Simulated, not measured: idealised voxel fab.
The following is a process module called voxel wiring stack.
In the cross-section labelled cut, the width is 225 nm and each square cell is 5 nm.
If you're reading a cross-section in this doc, picture square cells in a grid; it comes to you as bands, top ones listed first down to the bottom, and a band can be one or more rows of cells. First you get the band's top height and its bottom height, in nm, and then the materials it's made of, left to right, with each width in nm. If you see a single material with "edge to edge", that one covers the band edge to edge. "air" is empty space. Heights are expressed relative to 0, this being the level below which the as-received wafer comprises one material exclusively. The lowest band is unbounded in the downward direction and is denoted as in "0 and below". Graded width ("30 to 40"): value in top row of band = first number; value in bottom row = second number; row-to-row change constant. Reading "all unchanged" for a step: not a cell of the cross-section changed in it. Heads up: "Enclosed void entries" only lists the empty pockets with no open path to the top that are 8 cells or more, and it writes them as width x height at distance, distance from the left edge, in nm. What comes after the settings on a step's line is commentary from the simulator itself on that step. "overlay nm" answers the question of how far to the right of plan the mask lay on a step that has a mask, and when it is negative the answer is to the left.
## plan
step 1: op RECEIVE | material Si
step 2: op CONFORMAL_DEP | material SiO2 | thk nm 15
step 3: op CONFORMAL_DEP | material SiCN | thk nm 5
step 4: op DIRECTIONAL_DEP | material lowk | thk nm 20
step 5: op DIRECTIONAL_DEP | material aC | thk nm 10
step 6: op PATTERN | tone open | mask id METAL_1 | material resist | width nm 20 | pitch nm 35 | thk nm 30 | overlay nm 0
step 7: op DIRECTIONAL_ETCH | etch materials aC | depth nm 10
step 8: op STRIP | etch materials resist
step 9: op DIRECTIONAL_ETCH | etch materials lowk | depth nm 20
step 10: op DIRECTIONAL_ETCH | etch materials SiCN | depth nm 5
step 11: op STRIP | etch materials aC
step 12: op CONFORMAL_DEP | material TiN | thk nm 5
step 13: op FILL_DEP | material Cu | thk nm 10
step 14: op CMP | height nm 40
step 15: op CONFORMAL_DEP | material SiCN | thk nm 5
step 16: op DIRECTIONAL_DEP | material lowk | thk nm 30
step 17: op PATTERN | tone open | mask id METAL_2 | material resist | width nm 20 | pitch nm 35 | thk nm 20 | overlay nm 0
step 18: op DIRECTIONAL_ETCH | etch materials lowk | depth nm 15
step 19: op STRIP | etch materials resist
step 20: op PATTERN | tone open | mask id METAL_2_HOLES | material resist | width nm 15 | pitch nm 35 | thk nm 15 | overlay nm 0
step 21: op DIRECTIONAL_ETCH | etch materials lowk | depth nm 15
step 22: op DIRECTIONAL_ETCH | etch materials SiCN | depth nm 5
step 23: op STRIP | etch materials resist
step 24: op CONFORMAL_DEP | material TiN | thk nm 5
step 25: op FILL_DEP | material Ru | thk nm 10
step 26: op CMP | height nm 75
step 27: op CONFORMAL_DEP | material SiCN | thk nm 5
step 28: op DIRECTIONAL_DEP | material lowk | thk nm 25
step 29: op MASKED_ETCH | tone open | mask id METAL_3 | width nm 20 | pitch nm 35 | etch materials lowk | depth nm 15 | overlay nm 0
step 30: op PATTERN | tone open | mask id METAL_3_HOLES | material resist | width nm 15 | pitch nm 70 | thk nm 15 | overlay nm 0
step 31: op DIRECTIONAL_ETCH | etch materials lowk | depth nm 10
step 32: op DIRECTIONAL_ETCH | etch materials SiCN | depth nm 5
step 33: op STRIP | etch materials resist
step 34: op CONFORMAL_DEP | material TiN | thk nm 5
step 35: op FILL_DEP | material Ru | thk nm 10
step 36: op CMP | height nm 105
step 37: op CONFORMAL_DEP | material SiCN | thk nm 5
## The first of a set of two wafers, run to plan
## Wafer as received: cross-section following step 1
> 0 and below | Si edge to edge
> Enclosed void entries: none
## How the wafer stands in section after step 2
> 15 down to 0 | SiO2 edge to edge
> At heights below 0, the structure remains unaltered.
## How the wafer stands in section after step 3
> 20 down to 15 | SiCN edge to edge
> At heights below 15, the structure remains unaltered.
## How the wafer stands in section after step 4
> 40 down to 20 | lowk edge to edge
> At heights below 20, the structure remains unaltered.
## How the wafer stands in section after step 5
> 50 down to 40 | aC edge to edge
> At heights below 40, the structure remains unaltered.
## How the wafer stands in section after step 6
> 80 down to 50 | resist 65 nm | air 20 nm | resist 15 nm | air 20 nm | resist 15 nm | air 20 nm | resist 70 nm
> At heights below 50, the structure remains unaltered.
## How the wafer stands in section after step 7
> 70 down to 50 | resist 65 nm | air 20 nm | resist 15 nm | air 20 nm | resist 15 nm | air 20 nm | resist 70 nm
> 50 down to 40 | aC 65 nm | air 20 nm | aC 15 nm | air 20 nm | aC 15 nm | air 20 nm | aC 70 nm
> At heights below 40, the structure remains unaltered.
## How the wafer stands in section after step 8
> 50 down to 40 | aC 65 nm | air 20 nm | aC 15 nm | air 20 nm | aC 15 nm | air 20 nm | aC 70 nm
> At heights below 40, the structure remains unaltered.
## How the wafer stands in section after step 9
> 50 down to 40 | aC 65 nm | air 20 nm | aC 15 nm | air 20 nm | aC 15 nm | air 20 nm | aC 70 nm
> 40 down to 20 | lowk 65 nm | air 20 nm | lowk 15 nm | air 20 nm | lowk 15 nm | air 20 nm | lowk 70 nm
> At heights below 20, the structure remains unaltered.
## How the wafer stands in section after step 10
> 50 down to 40 | aC 65 nm | air 20 nm | aC 15 nm | air 20 nm | aC 15 nm | air 20 nm | aC 70 nm
> 40 down to 20 | lowk 65 nm | air 20 nm | lowk 15 nm | air 20 nm | lowk 15 nm | air 20 nm | lowk 70 nm
> 20 down to 15 | SiCN 65 nm | air 20 nm | SiCN 15 nm | air 20 nm | SiCN 15 nm | air 20 nm | SiCN 70 nm
> At heights below 15, the structure remains unaltered.
## How the wafer stands in section after step 11
> 40 down to 20 | lowk 65 nm | air 20 nm | lowk 15 nm | air 20 nm | lowk 15 nm | air 20 nm | lowk 70 nm
> At heights below 20, the structure remains unaltered.
## How the wafer stands in section after step 12
> 45 down to 40 | TiN 70 nm | air 10 nm | TiN 25 nm | air 10 nm | TiN 25 nm | air 10 nm | TiN 75 nm
> 40 down to 20 | lowk 65 nm | TiN 5 nm | air 10 nm | TiN 5 nm | lowk 15 nm | TiN 5 nm | air 10 nm | TiN 5 nm | lowk 15 nm | TiN 5 nm | air 10 nm | TiN 5 nm | lowk 70 nm
> 20 down to 15 | SiCN 65 nm | TiN 20 nm | SiCN 15 nm | TiN 20 nm | SiCN 15 nm | TiN 20 nm | SiCN 70 nm
> At heights below 15, the structure remains unaltered.
## How the wafer stands in section after step 13
> 55 down to 45 | Cu edge to edge
> 45 down to 40 | TiN 70 nm | Cu 10 nm | TiN 25 nm | Cu 10 nm | TiN 25 nm | Cu 10 nm | TiN 75 nm
> 40 down to 20 | lowk 65 nm | TiN 5 nm | Cu 10 nm | TiN 5 nm | lowk 15 nm | TiN 5 nm | Cu 10 nm | TiN 5 nm | lowk 15 nm | TiN 5 nm | Cu 10 nm | TiN 5 nm | lowk 70 nm
> At heights below 20, the structure remains unaltered.
## How the wafer stands in section after step 14
> 40 down to 20 | lowk 65 nm | TiN 5 nm | Cu 10 nm | TiN 5 nm | lowk 15 nm | TiN 5 nm | Cu 10 nm | TiN 5 nm | lowk 15 nm | TiN 5 nm | Cu 10 nm | TiN 5 nm | lowk 70 nm
> At heights below 20, the structure remains unaltered.
## How the wafer stands in section after step 15
> 45 down to 40 | SiCN edge to edge
> At heights below 40, the structure remains unaltered.
## How the wafer stands in section after step 16
> 75 down to 45 | lowk edge to edge
> At heights below 45, the structure remains unaltered.
## How the wafer stands in section after step 17
> 95 down to 75 | resist 65 nm | air 20 nm | resist 15 nm | air 20 nm | resist 15 nm | air 20 nm | resist 70 nm
> At heights below 75, the structure remains unaltered.
## How the wafer stands in section after step 18
> 95 down to 75 | resist 65 nm | air 20 nm | resist 15 nm | air 20 nm | resist 15 nm | air 20 nm | resist 70 nm
> 75 down to 60 | lowk 65 nm | air 20 nm | lowk 15 nm | air 20 nm | lowk 15 nm | air 20 nm | lowk 70 nm
> At heights below 60, the structure remains unaltered.
## How the wafer stands in section after step 19
> 75 down to 60 | lowk 65 nm | air 20 nm | lowk 15 nm | air 20 nm | lowk 15 nm | air 20 nm | lowk 70 nm
> At heights below 60, the structure remains unaltered.
## How the wafer stands in section after step 20
> 90 down to 75 | resist 65 nm | air 15 nm | resist 20 nm | air 15 nm | resist 20 nm | air 15 nm | resist 75 nm
> 75 down to 60 | lowk 65 nm | air 15 nm | resist 5 nm | lowk 15 nm | air 15 nm | resist 5 nm | lowk 15 nm | air 15 nm | resist 5 nm | lowk 70 nm
> At heights below 60, the structure remains unaltered.
## How the wafer stands in section after step 21
> 90 down to 75 | resist 65 nm | air 15 nm | resist 20 nm | air 15 nm | resist 20 nm | air 15 nm | resist 75 nm
> 75 down to 60 | lowk 65 nm | air 15 nm | resist 5 nm | lowk 15 nm | air 15 nm | resist 5 nm | lowk 15 nm | air 15 nm | resist 5 nm | lowk 70 nm
> 60 down to 45 | lowk 65 nm | air 15 nm | lowk 20 nm | air 15 nm | lowk 20 nm | air 15 nm | lowk 75 nm
> At heights below 45, the structure remains unaltered.
## How the wafer stands in section after step 22
> 90 down to 75 | resist 65 nm | air 15 nm | resist 20 nm | air 15 nm | resist 20 nm | air 15 nm | resist 75 nm
> 75 down to 60 | lowk 65 nm | air 15 nm | resist 5 nm | lowk 15 nm | air 15 nm | resist 5 nm | lowk 15 nm | air 15 nm | resist 5 nm | lowk 70 nm
> 60 down to 45 | lowk 65 nm | air 15 nm | lowk 20 nm | air 15 nm | lowk 20 nm | air 15 nm | lowk 75 nm
> 45 down to 40 | SiCN 65 nm | air 15 nm | SiCN 20 nm | air 15 nm | SiCN 20 nm | air 15 nm | SiCN 75 nm
> At heights below 40, the structure remains unaltered.
## How the wafer stands in section after step 23
> 75 down to 60 | lowk 65 nm | air 20 nm | lowk 15 nm | air 20 nm | lowk 15 nm | air 20 nm | lowk 70 nm
> At heights below 60, the structure remains unaltered.
## How the wafer stands in section after step 24
> 80 down to 75 | TiN 70 nm | air 10 nm | TiN 25 nm | air 10 nm | TiN 25 nm | air 10 nm | TiN 75 nm
> 75 down to 65 | lowk 65 nm | TiN 5 nm | air 10 nm | TiN 5 nm | lowk 15 nm | TiN 5 nm | air 10 nm | TiN 5 nm | lowk 15 nm | TiN 5 nm | air 10 nm | TiN 5 nm | lowk 70 nm
> 65 down to 60 | lowk 65 nm | TiN 5 nm | air 5 nm | TiN 10 nm | lowk 15 nm | TiN 5 nm | air 5 nm | TiN 10 nm | lowk 15 nm | TiN 5 nm | air 5 nm | TiN 10 nm | lowk 70 nm
> 60 down to 45 | lowk 65 nm | TiN 5 nm | air 5 nm | TiN 5 nm | lowk 20 nm | TiN 5 nm | air 5 nm | TiN 5 nm | lowk 20 nm | TiN 5 nm | air 5 nm | TiN 5 nm | lowk 75 nm
> 45 down to 40 | SiCN 65 nm | TiN 15 nm | SiCN 20 nm | TiN 15 nm | SiCN 20 nm | TiN 15 nm | SiCN 75 nm
> At heights below 40, the structure remains unaltered.
## How the wafer stands in section after step 25
> 90 down to 80 | Ru edge to edge
> 80 down to 75 | TiN 70 nm | Ru 10 nm | TiN 25 nm | Ru 10 nm | TiN 25 nm | Ru 10 nm | TiN 75 nm
> 75 down to 65 | lowk 65 nm | TiN 5 nm | Ru 10 nm | TiN 5 nm | lowk 15 nm | TiN 5 nm | Ru 10 nm | TiN 5 nm | lowk 15 nm | TiN 5 nm | Ru 10 nm | TiN 5 nm | lowk 70 nm
> 65 down to 60 | lowk 65 nm | TiN 5 nm | Ru 5 nm | TiN 10 nm | lowk 15 nm | TiN 5 nm | Ru 5 nm | TiN 10 nm | lowk 15 nm | TiN 5 nm | Ru 5 nm | TiN 10 nm | lowk 70 nm
> 60 down to 45 | lowk 65 nm | TiN 5 nm | Ru 5 nm | TiN 5 nm | lowk 20 nm | TiN 5 nm | Ru 5 nm | TiN 5 nm | lowk 20 nm | TiN 5 nm | Ru 5 nm | TiN 5 nm | lowk 75 nm
> At heights below 45, the structure remains unaltered.
## How the wafer stands in section after step 26
> 75 down to 65 | lowk 65 nm | TiN 5 nm | Ru 10 nm | TiN 5 nm | lowk 15 nm | TiN 5 nm | Ru 10 nm | TiN 5 nm | lowk 15 nm | TiN 5 nm | Ru 10 nm | TiN 5 nm | lowk 70 nm
> At heights below 65, the structure remains unaltered.
## How the wafer stands in section after step 27
> 80 down to 75 | SiCN edge to edge
> At heights below 75, the structure remains unaltered.
## How the wafer stands in section after step 28
> 105 down to 80 | lowk edge to edge
> At heights below 80, the structure remains unaltered.
## How the wafer stands in section after step 29
> 105 down to 90 | lowk 65 nm | air 20 nm | lowk 15 nm | air 20 nm | lowk 15 nm | air 20 nm | lowk 70 nm
> At heights below 90, the structure remains unaltered.
## How the wafer stands in section after step 30
> 120 down to 105 | resist 65 nm | air 15 nm | resist 55 nm | air 15 nm | resist 75 nm
> 105 down to 90 | lowk 65 nm | air 15 nm | resist 5 nm | lowk 15 nm | resist 20 nm | lowk 15 nm | air 15 nm | resist 5 nm | lowk 70 nm
> At heights below 90, the structure remains unaltered.
## How the wafer stands in section after step 31
> 120 down to 105 | resist 65 nm | air 15 nm | resist 55 nm | air 15 nm | resist 75 nm
> 105 down to 90 | lowk 65 nm | air 15 nm | resist 5 nm | lowk 15 nm | resist 20 nm | lowk 15 nm | air 15 nm | resist 5 nm | lowk 70 nm
> 90 down to 80 | lowk 65 nm | air 15 nm | lowk 55 nm | air 15 nm | lowk 75 nm
> At heights below 80, the structure remains unaltered.
## How the wafer stands in section after step 32
> 120 down to 105 | resist 65 nm | air 15 nm | resist 55 nm | air 15 nm | resist 75 nm
> 105 down to 90 | lowk 65 nm | air 15 nm | resist 5 nm | lowk 15 nm | resist 20 nm | lowk 15 nm | air 15 nm | resist 5 nm | lowk 70 nm
> 90 down to 80 | lowk 65 nm | air 15 nm | lowk 55 nm | air 15 nm | lowk 75 nm
> 80 down to 75 | SiCN 65 nm | air 15 nm | SiCN 55 nm | air 15 nm | SiCN 75 nm
> At heights below 75, the structure remains unaltered.
## How the wafer stands in section after step 33
> 105 down to 90 | lowk 65 nm | air 20 nm | lowk 15 nm | air 20 nm | lowk 15 nm | air 20 nm | lowk 70 nm
> At heights below 90, the structure remains unaltered.
## How the wafer stands in section after step 34
> 110 down to 105 | TiN 70 nm | air 10 nm | TiN 25 nm | air 10 nm | TiN 25 nm | air 10 nm | TiN 75 nm
> 105 down to 95 | lowk 65 nm | TiN 5 nm | air 10 nm | TiN 5 nm | lowk 15 nm | TiN 5 nm | air 10 nm | TiN 5 nm | lowk 15 nm | TiN 5 nm | air 10 nm | TiN 5 nm | lowk 70 nm
> 95 down to 90 | lowk 65 nm | TiN 5 nm | air 5 nm | TiN 10 nm | lowk 15 nm | TiN 20 nm | lowk 15 nm | TiN 5 nm | air 5 nm | TiN 10 nm | lowk 70 nm
> 90 down to 80 | lowk 65 nm | TiN 5 nm | air 5 nm | TiN 5 nm | lowk 55 nm | TiN 5 nm | air 5 nm | TiN 5 nm | lowk 75 nm
> 80 down to 75 | SiCN 65 nm | TiN 15 nm | SiCN 55 nm | TiN 15 nm | SiCN 75 nm
> At heights below 75, the structure remains unaltered.
## How the wafer stands in section after step 35
> 120 down to 110 | Ru edge to edge
> 110 down to 105 | TiN 70 nm | Ru 10 nm | TiN 25 nm | Ru 10 nm | TiN 25 nm | Ru 10 nm | TiN 75 nm
> 105 down to 95 | lowk 65 nm | TiN 5 nm | Ru 10 nm | TiN 5 nm | lowk 15 nm | TiN 5 nm | Ru 10 nm | TiN 5 nm | lowk 15 nm | TiN 5 nm | Ru 10 nm | TiN 5 nm | lowk 70 nm
> 95 down to 90 | lowk 65 nm | TiN 5 nm | Ru 5 nm | TiN 10 nm | lowk 15 nm | TiN 20 nm | lowk 15 nm | TiN 5 nm | Ru 5 nm | TiN 10 nm | lowk 70 nm
> 90 down to 80 | lowk 65 nm | TiN 5 nm | Ru 5 nm | TiN 5 nm | lowk 55 nm | TiN 5 nm | Ru 5 nm | TiN 5 nm | lowk 75 nm
> At heights below 80, the structure remains unaltered.
## How the wafer stands in section after step 36
> 105 down to 95 | lowk 65 nm | TiN 5 nm | Ru 10 nm | TiN 5 nm | lowk 15 nm | TiN 5 nm | Ru 10 nm | TiN 5 nm | lowk 15 nm | TiN 5 nm | Ru 10 nm | TiN 5 nm | lowk 70 nm
> At heights below 95, the structure remains unaltered.
## How the wafer stands in section after step 37
> 110 down to 105 | SiCN edge to edge
> At heights below 105, the structure remains unaltered.
## It is to be noted that the second wafer proceeded from the same initial state and according to the same plan as the first, although one mistake was committed in its execution; through step 2, inclusive, the two wafers share an identical history
## Second wafer: cross-section at the scheduled end of step 3
> 35 down to 15 | lowk edge to edge
> At heights below 15, the structure remains unaltered.
## Second wafer: cross-section at the scheduled end of step 4
> 40 down to 35 | SiCN edge to edge
> At heights below 35, the structure remains unaltered.
## Second wafer: cross-section at the scheduled end of step 5
> 50 down to 40 | aC edge to edge
> At heights below 40, the structure remains unaltered.
## Second wafer: cross-section at the scheduled end of step 6
> 80 down to 50 | resist 65 nm | air 20 nm | resist 15 nm | air 20 nm | resist 15 nm | air 20 nm | resist 70 nm
> At heights below 50, the structure remains unaltered.
## Second wafer: cross-section at the scheduled end of step 7
> 70 down to 50 | resist 65 nm | air 20 nm | resist 15 nm | air 20 nm | resist 15 nm | air 20 nm | resist 70 nm
> 50 down to 40 | aC 65 nm | air 20 nm | aC 15 nm | air 20 nm | aC 15 nm | air 20 nm | aC 70 nm
> At heights below 40, the structure remains unaltered.
## Second wafer: cross-section at the scheduled end of step 8
> 50 down to 40 | aC 65 nm | air 20 nm | aC 15 nm | air 20 nm | aC 15 nm | air 20 nm | aC 70 nm
> At heights below 40, the structure remains unaltered.
Second wafer: cross-section at the scheduled end of step 9: all unchanged
## Second wafer: cross-section at the scheduled end of step 10
> 50 down to 40 | aC 65 nm | air 20 nm | aC 15 nm | air 20 nm | aC 15 nm | air 20 nm | aC 70 nm
> 40 down to 35 | SiCN 65 nm | air 20 nm | SiCN 15 nm | air 20 nm | SiCN 15 nm | air 20 nm | SiCN 70 nm
> At heights below 35, the structure remains unaltered.
## Second wafer: cross-section at the scheduled end of step 11
> 40 down to 35 | SiCN 65 nm | air 20 nm | SiCN 15 nm | air 20 nm | SiCN 15 nm | air 20 nm | SiCN 70 nm
> At heights below 35, the structure remains unaltered.
## Second wafer: cross-section at the scheduled end of step 12
> 45 down to 40 | TiN 70 nm | air 10 nm | TiN 25 nm | air 10 nm | TiN 25 nm | air 10 nm | TiN 75 nm
> 40 down to 35 | SiCN 65 nm | TiN 20 nm | SiCN 15 nm | TiN 20 nm | SiCN 15 nm | TiN 20 nm | SiCN 70 nm
> At heights below 35, the structure remains unaltered.
## Second wafer: cross-section at the scheduled end of step 13
> 55 down to 45 | Cu edge to edge
> 45 down to 40 | TiN 70 nm | Cu 10 nm | TiN 25 nm | Cu 10 nm | TiN 25 nm | Cu 10 nm | TiN 75 nm
> At heights below 40, the structure remains unaltered.
## Second wafer: cross-section at the scheduled end of step 14
> 40 down to 35 | SiCN 65 nm | TiN 20 nm | SiCN 15 nm | TiN 20 nm | SiCN 15 nm | TiN 20 nm | SiCN 70 nm
> At heights below 35, the structure remains unaltered.
## Second wafer: cross-section at the scheduled end of step 15
> 45 down to 40 | SiCN edge to edge
> At heights below 40, the structure remains unaltered.
## Second wafer: cross-section at the scheduled end of step 16
> 75 down to 45 | lowk edge to edge
> At heights below 45, the structure remains unaltered.
## Second wafer: cross-section at the scheduled end of step 17
> 95 down to 75 | resist 65 nm | air 20 nm | resist 15 nm | air 20 nm | resist 15 nm | air 20 nm | resist 70 nm
> At heights below 75, the structure remains unaltered.
## Second wafer: cross-section at the scheduled end of step 18
> 95 down to 75 | resist 65 nm | air 20 nm | resist 15 nm | air 20 nm | resist 15 nm | air 20 nm | resist 70 nm
> 75 down to 60 | lowk 65 nm | air 20 nm | lowk 15 nm | air 20 nm | lowk 15 nm | air 20 nm | lowk 70 nm
> At heights below 60, the structure remains unaltered.
## Second wafer: cross-section at the scheduled end of step 19
> 75 down to 60 | lowk 65 nm | air 20 nm | lowk 15 nm | air 20 nm | lowk 15 nm | air 20 nm | lowk 70 nm
> At heights below 60, the structure remains unaltered.
## Second wafer: cross-section at the scheduled end of step 20
> 90 down to 75 | resist 65 nm | air 15 nm | resist 20 nm | air 15 nm | resist 20 nm | air 15 nm | resist 75 nm
> 75 down to 60 | lowk 65 nm | air 15 nm | resist 5 nm | lowk 15 nm | air 15 nm | resist 5 nm | lowk 15 nm | air 15 nm | resist 5 nm | lowk 70 nm
> At heights below 60, the structure remains unaltered.
## Second wafer: cross-section at the scheduled end of step 21
> 90 down to 75 | resist 65 nm | air 15 nm | resist 20 nm | air 15 nm | resist 20 nm | air 15 nm | resist 75 nm
> 75 down to 60 | lowk 65 nm | air 15 nm | resist 5 nm | lowk 15 nm | air 15 nm | resist 5 nm | lowk 15 nm | air 15 nm | resist 5 nm | lowk 70 nm
> 60 down to 45 | lowk 65 nm | air 15 nm | lowk 20 nm | air 15 nm | lowk 20 nm | air 15 nm | lowk 75 nm
> At heights below 45, the structure remains unaltered.
## Second wafer: cross-section at the scheduled end of step 22
> 90 down to 75 | resist 65 nm | air 15 nm | resist 20 nm | air 15 nm | resist 20 nm | air 15 nm | resist 75 nm
> 75 down to 60 | lowk 65 nm | air 15 nm | resist 5 nm | lowk 15 nm | air 15 nm | resist 5 nm | lowk 15 nm | air 15 nm | resist 5 nm | lowk 70 nm
> 60 down to 45 | lowk 65 nm | air 15 nm | lowk 20 nm | air 15 nm | lowk 20 nm | air 15 nm | lowk 75 nm
> 45 down to 40 | SiCN 65 nm | air 15 nm | SiCN 20 nm | air 15 nm | SiCN 20 nm | air 15 nm | SiCN 75 nm
> At heights below 40, the structure remains unaltered.
## Second wafer: cross-section at the scheduled end of step 23
> 75 down to 60 | lowk 65 nm | air 20 nm | lowk 15 nm | air 20 nm | lowk 15 nm | air 20 nm | lowk 70 nm
> At heights below 60, the structure remains unaltered.
## Second wafer: cross-section at the scheduled end of step 24
> 80 down to 75 | TiN 70 nm | air 10 nm | TiN 25 nm | air 10 nm | TiN 25 nm | air 10 nm | TiN 75 nm
> 75 down to 65 | lowk 65 nm | TiN 5 nm | air 10 nm | TiN 5 nm | lowk 15 nm | TiN 5 nm | air 10 nm | TiN 5 nm | lowk 15 nm | TiN 5 nm | air 10 nm | TiN 5 nm | lowk 70 nm
> 65 down to 60 | lowk 65 nm | TiN 5 nm | air 5 nm | TiN 10 nm | lowk 15 nm | TiN 5 nm | air 5 nm | TiN 10 nm | lowk 15 nm | TiN 5 nm | air 5 nm | TiN 10 nm | lowk 70 nm
> 60 down to 45 | lowk 65 nm | TiN 5 nm | air 5 nm | TiN 5 nm | lowk 20 nm | TiN 5 nm | air 5 nm | TiN 5 nm | lowk 20 nm | TiN 5 nm | air 5 nm | TiN 5 nm | lowk 75 nm
> 45 down to 35 | SiCN 65 nm | TiN 15 to 20 nm | SiCN 20 to 15 nm | TiN 15 to 20 nm | SiCN 20 to 15 nm | TiN 15 to 20 nm | SiCN 75 to 70 nm
> At heights below 35, the structure remains unaltered.
## Second wafer: cross-section at the scheduled end of step 25
> 90 down to 80 | Ru edge to edge
> 80 down to 75 | TiN 70 nm | Ru 10 nm | TiN 25 nm | Ru 10 nm | TiN 25 nm | Ru 10 nm | TiN 75 nm
> 75 down to 65 | lowk 65 nm | TiN 5 nm | Ru 10 nm | TiN 5 nm | lowk 15 nm | TiN 5 nm | Ru 10 nm | TiN 5 nm | lowk 15 nm | TiN 5 nm | Ru 10 nm | TiN 5 nm | lowk 70 nm
> 65 down to 60 | lowk 65 nm | TiN 5 nm | Ru 5 nm | TiN 10 nm | lowk 15 nm | TiN 5 nm | Ru 5 nm | TiN 10 nm | lowk 15 nm | TiN 5 nm | Ru 5 nm | TiN 10 nm | lowk 70 nm
> 60 down to 45 | lowk 65 nm | TiN 5 nm | Ru 5 nm | TiN 5 nm | lowk 20 nm | TiN 5 nm | Ru 5 nm | TiN 5 nm | lowk 20 nm | TiN 5 nm | Ru 5 nm | TiN 5 nm | lowk 75 nm
> At heights below 45, the structure remains unaltered.
## Second wafer: cross-section at the scheduled end of step 26
> 75 down to 65 | lowk 65 nm | TiN 5 nm | Ru 10 nm | TiN 5 nm | lowk 15 nm | TiN 5 nm | Ru 10 nm | TiN 5 nm | lowk 15 nm | TiN 5 nm | Ru 10 nm | TiN 5 nm | lowk 70 nm
> At heights below 65, the structure remains unaltered.
## Second wafer: cross-section at the scheduled end of step 27
> 80 down to 75 | SiCN edge to edge
> At heights below 75, the structure remains unaltered.
## Second wafer: cross-section at the scheduled end of step 28
> 105 down to 80 | lowk edge to edge
> At heights below 80, the structure remains unaltered.
## Second wafer: cross-section at the scheduled end of step 29
> 105 down to 90 | lowk 65 nm | air 20 nm | lowk 15 nm | air 20 nm | lowk 15 nm | air 20 nm | lowk 70 nm
> At heights below 90, the structure remains unaltered.
## Second wafer: cross-section at the scheduled end of step 30
> 120 down to 105 | resist 65 nm | air 15 nm | resist 55 nm | air 15 nm | resist 75 nm
> 105 down to 90 | lowk 65 nm | air 15 nm | resist 5 nm | lowk 15 nm | resist 20 nm | lowk 15 nm | air 15 nm | resist 5 nm | lowk 70 nm
> At heights below 90, the structure remains unaltered.
## Second wafer: cross-section at the scheduled end of step 31
> 120 down to 105 | resist 65 nm | air 15 nm | resist 55 nm | air 15 nm | resist 75 nm
> 105 down to 90 | lowk 65 nm | air 15 nm | resist 5 nm | lowk 15 nm | resist 20 nm | lowk 15 nm | air 15 nm | resist 5 nm | lowk 70 nm
> 90 down to 80 | lowk 65 nm | air 15 nm | lowk 55 nm | air 15 nm | lowk 75 nm
> At heights below 80, the structure remains unaltered.
## Second wafer: cross-section at the scheduled end of step 32
> 120 down to 105 | resist 65 nm | air 15 nm | resist 55 nm | air 15 nm | resist 75 nm
> 105 down to 90 | lowk 65 nm | air 15 nm | resist 5 nm | lowk 15 nm | resist 20 nm | lowk 15 nm | air 15 nm | resist 5 nm | lowk 70 nm
> 90 down to 80 | lowk 65 nm | air 15 nm | lowk 55 nm | air 15 nm | lowk 75 nm
> 80 down to 75 | SiCN 65 nm | air 15 nm | SiCN 55 nm | air 15 nm | SiCN 75 nm
> At heights below 75, the structure remains unaltered.
## Second wafer: cross-section at the scheduled end of step 33
> 105 down to 90 | lowk 65 nm | air 20 nm | lowk 15 nm | air 20 nm | lowk 15 nm | air 20 nm | lowk 70 nm
> At heights below 90, the structure remains unaltered.
## Second wafer: cross-section at the scheduled end of step 34
> 110 down to 105 | TiN 70 nm | air 10 nm | TiN 25 nm | air 10 nm | TiN 25 nm | air 10 nm | TiN 75 nm
> 105 down to 95 | lowk 65 nm | TiN 5 nm | air 10 nm | TiN 5 nm | lowk 15 nm | TiN 5 nm | air 10 nm | TiN 5 nm | lowk 15 nm | TiN 5 nm | air 10 nm | TiN 5 nm | lowk 70 nm
> 95 down to 90 | lowk 65 nm | TiN 5 nm | air 5 nm | TiN 10 nm | lowk 15 nm | TiN 20 nm | lowk 15 nm | TiN 5 nm | air 5 nm | TiN 10 nm | lowk 70 nm
> 90 down to 80 | lowk 65 nm | TiN 5 nm | air 5 nm | TiN 5 nm | lowk 55 nm | TiN 5 nm | air 5 nm | TiN 5 nm | lowk 75 nm
> 80 down to 75 | SiCN 65 nm | TiN 15 nm | SiCN 55 nm | TiN 15 nm | SiCN 75 nm
> At heights below 75, the structure remains unaltered.
## Second wafer: cross-section at the scheduled end of step 35
> 120 down to 110 | Ru edge to edge
> 110 down to 105 | TiN 70 nm | Ru 10 nm | TiN 25 nm | Ru 10 nm | TiN 25 nm | Ru 10 nm | TiN 75 nm
> 105 down to 95 | lowk 65 nm | TiN 5 nm | Ru 10 nm | TiN 5 nm | lowk 15 nm | TiN 5 nm | Ru 10 nm | TiN 5 nm | lowk 15 nm | TiN 5 nm | Ru 10 nm | TiN 5 nm | lowk 70 nm
> 95 down to 90 | lowk 65 nm | TiN 5 nm | Ru 5 nm | TiN 10 nm | lowk 15 nm | TiN 20 nm | lowk 15 nm | TiN 5 nm | Ru 5 nm | TiN 10 nm | lowk 70 nm
> 90 down to 80 | lowk 65 nm | TiN 5 nm | Ru 5 nm | TiN 5 nm | lowk 55 nm | TiN 5 nm | Ru 5 nm | TiN 5 nm | lowk 75 nm
> At heights below 80, the structure remains unaltered.
## Second wafer: cross-section at the scheduled end of step 36
> 105 down to 95 | lowk 65 nm | TiN 5 nm | Ru 10 nm | TiN 5 nm | lowk 15 nm | TiN 5 nm | Ru 10 nm | TiN 5 nm | lowk 15 nm | TiN 5 nm | Ru 10 nm | TiN 5 nm | lowk 70 nm
> At heights below 95, the structure remains unaltered.
## Second wafer: cross-section at the scheduled end of step 37
> 110 down to 105 | SiCN edge to edge
> At heights below 105, the structure remains unaltered.
Plan not followed: the executed order of steps 3 and 4 is the reverse of that specified in the plan, each step having taken the other's position
Wrapping up, a cell-based count of both wafers puts the second over or under the first for these materials: Cu -24, TiN -24, lowk +48
